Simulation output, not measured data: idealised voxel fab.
process module | voxel self aligned vias
cross-section cut | 210 nm wide | cells 5 nm
A cross-section is a grid of square cells, given in bands from the top down. A band is one or more rows of cells.
Each band's line starts with the height of the band's top and of its bottom, in nm. Then come its materials from left to right, each with its width in nm. One material with "throughout" fills the band from edge to edge. "air" is empty space.
Height 0 is the level under which the wafer as received is all one material. The lowest band goes on downwards, as in "0 down".
A width such as "30 to 40" changes by the same amount from each row of cells to the next, from the band's top row to its bottom row.
"no change" after a step means that no cell of the cross-section changed.
closed voids: empty space of 8 cells or more with no open way to the top, each as width x height at its distance from the left edge, in nm
after a step's settings: what the simulator itself notes on the step
overlay nm, on a step with a mask: how far to the right of its planned place the mask lay; to the left if negative
plan
1 op RECEIVE | material Si
2 op CONFORMAL_DEP | material SiO2 | thk nm 10
3 op CONFORMAL_DEP | material SiCN | thk nm 5
4 op DIRECTIONAL_DEP | material SiO2 | thk nm 30
5 op PATTERN | tone open | mask id LINES | material resist | width nm 20 | pitch nm 65 | thk nm 15 | overlay nm 0
6 op DIRECTIONAL_ETCH | etch materials SiO2 | depth nm 30
7 op STRIP | etch materials resist
8 op CONFORMAL_DEP | material TiN | thk nm 5
9 op FILL_DEP | material W | thk nm 5
10 op CMP | height nm 45
11 op SELECTIVE_ETCH | etch materials W Ru TiN | depth nm 5
12 op FILL_DEP | material SiN | thk nm 5
13 op CMP | height nm 45
14 op DIRECTIONAL_DEP | material SiO2 | thk nm 20
15 op DIRECTIONAL_DEP | material aC | thk nm 10
16 op PATTERN | tone open | mask id VIAS | material resist | width nm 40 | pitch nm 130 | thk nm 30 | overlay nm 0
17 op DIRECTIONAL_ETCH | etch materials aC | depth nm 10
18 op STRIP | etch materials resist
19 op DIRECTIONAL_ETCH | etch materials SiO2 | depth nm 20
20 op DIRECTIONAL_ETCH | etch materials SiN | depth nm 5
21 op STRIP | etch materials aC
22 op CONFORMAL_DEP | material TiN | thk nm 5
23 op FILL_DEP | material Cu | thk nm 5
24 op CMP | height nm 65
25 op CONFORMAL_DEP | material SiCN | thk nm 5
as received, after step 1
  0 down: Si throughout
  closed voids: none
a wafer at the end: this start, this plan, one mistake
  70 to 65: SiCN throughout
  65 to 50: SiO2 20 | TiN 5 | Cu 30 | TiN 5 | SiO2 90 | TiN 5 | Cu 30 | TiN 5 | SiO2 20
  50 to 45: SiO2 20 | TiN 10 | Cu 10 | TiN 20 | SiO2 90 | TiN 10 | Cu 10 | TiN 20 | SiO2 20
  45 to 40: SiO2 25 | TiN 20 | SiO2 45 | SiN 20 | SiO2 45 | TiN 20 | SiO2 35
  40 to 20: SiO2 25 | TiN 5 | W 10 | TiN 5 | SiO2 45 | TiN 5 | W 10 | TiN 5 | SiO2 45 | TiN 5 | W 10 | TiN 5 | SiO2 35
  20 to 15: SiO2 25 | TiN 20 | SiO2 45 | TiN 20 | SiO2 45 | TiN 20 | SiO2 35
  15 to 10: SiCN throughout
  10 to 0: SiO2 throughout
  0 down: Si throughout
  closed voids: none
what went wrong: step 5 ran as: op PATTERN | tone open | mask id LINES | material resist | width nm 20 | pitch nm 65 | thk nm 15 | overlay nm -5
